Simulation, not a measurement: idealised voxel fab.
process module | voxel air gaps
cross-section cut | 270 nm wide | cells 5 nm
A cross-section is a grid of square cells, given in bands from the top down. A band is one or more rows of cells.
Each band's line starts with the height of the band's top and of its bottom, in nm. Then come its materials from left to right, each with its width in nm. One material with "throughout" fills the band from edge to edge. "air" is empty space.
Height 0 is the level under which the wafer as received is all one material. The lowest band goes on downwards, as in "0 down".
A width such as "30 to 40" changes by the same amount from each row of cells to the next, from the band's top row to its bottom row.
"no change" after a step means that no cell of the cross-section changed.
closed voids: empty space of 8 cells or more with no open way to the top, each as width x height at its distance from the left edge, in nm
after a step's settings: what the simulator itself notes on the step
overlay nm, on a step with a mask: how far to the right of its planned place the mask lay; to the left if negative
plan
1 op RECEIVE | material Si
2 op CONFORMAL_DEP | material SiO2 | thk nm 10
3 op CONFORMAL_DEP | material SiN | thk nm 5
4 op DIRECTIONAL_DEP | material SiO2 | thk nm 35
5 op MASKED_ETCH | tone open | mask id LINES | width nm 20 | pitch nm 45 | etch materials SiO2 | depth nm 35 | overlay nm 0
6 op CONFORMAL_DEP | material TiN | thk nm 5
7 op FILL_DEP | material W | thk nm 5
8 op CMP | height nm 40
9 op EPI | material Ru | thk nm 10
10 op SELECTIVE_ETCH | etch materials SiO2 | depth nm 45
11 op CONFORMAL_DEP | material SiCN | thk nm 5
varied across the wafers: height nm of step 8. The plan shows the first wafer's value. All wafers start alike
first wafer as received, after step 1
  0 down: Si throughout
  closed voids: none
first wafer at the end, after step 11
  55 to 50: air 40 | SiCN 185 | air 45
  50 to 40: air 40 | SiCN 5 | Ru 40 | SiCN 5 | Ru 40 | SiCN 5 | Ru 40 | SiCN 5 | Ru 40 | SiCN 5 | air 45
  40 to 35: air 40 | SiCN 15 | TiN 5 | W 10 | TiN 5 | SiCN 25 | TiN 5 | W 10 | TiN 5 | SiCN 25 | TiN 5 | W 10 | TiN 5 | SiCN 25 | TiN 5 | W 10 | TiN 5 | SiCN 15 | air 45
  35 to 20: air 50 | SiCN 5 | TiN 5 | W 10 | TiN 5 | SiCN 5 | air 15 | SiCN 5 | TiN 5 | W 10 | TiN 5 | SiCN 5 | air 15 | SiCN 5 | TiN 5 | W 10 | TiN 5 | SiCN 5 | air 15 | SiCN 5 | TiN 5 | W 10 | TiN 5 | SiCN 5 | air 55
  20 to 15: SiCN 55 | TiN 20 | SiCN 25 | TiN 20 | SiCN 25 | TiN 20 | SiCN 25 | TiN 20 | SiCN 60
  15 to 10: SiN throughout
  10 to 0: SiO2 throughout
  0 down: Si throughout
  closed voids: 15 x 15 at 80; 15 x 15 at 125; 15 x 15 at 170
last wafer at the end
  75 to 70: SiCN throughout
  70 to 60: Ru throughout
  60 to 55: W throughout
  55 to 50: TiN 60 | W 10 | TiN 35 | W 10 | TiN 35 | W 10 | TiN 35 | W 10 | TiN 65
  50 to 20: SiO2 55 | TiN 5 | W 10 | TiN 5 | SiO2 25 | TiN 5 | W 10 | TiN 5 | SiO2 25 | TiN 5 | W 10 | TiN 5 | SiO2 25 | TiN 5 | W 10 | TiN 5 | SiO2 60
  20 to 15: SiO2 55 | TiN 20 | SiO2 25 | TiN 20 | SiO2 25 | TiN 20 | SiO2 25 | TiN 20 | SiO2 60
  15 to 10: SiN throughout
  10 to 0: SiO2 throughout
  0 down: Si throughout
  closed voids: none
each wafer at the end: cells of each material gained (+) or lost (-) since it was received, then its closed voids
height nm 40 | +64 Ru | +130 SiCN | +54 SiN | +108 SiO2 | +48 TiN | +32 W | closed voids: 15 x 15 at 80; 15 x 15 at 125; 15 x 15 at 170
height nm 45 | +64 Ru | +138 SiCN | +54 SiN | +108 SiO2 | +56 TiN | +40 W | closed voids: 15 x 20 at 80; 15 x 20 at 125; 15 x 20 at 170
height nm 50 | +64 Ru | +146 SiCN | +54 SiN | +108 SiO2 | +64 TiN | +48 W | closed voids: 15 x 25 at 80; 15 x 25 at 125; 15 x 25 at 170
height nm 55 | +108 Ru | +54 SiCN | +54 SiN | +374 SiO2 | +110 TiN | +56 W | closed voids: none
height nm 60 | +108 Ru | +54 SiCN | +54 SiN | +374 SiO2 | +110 TiN | +110 W | closed voids: none
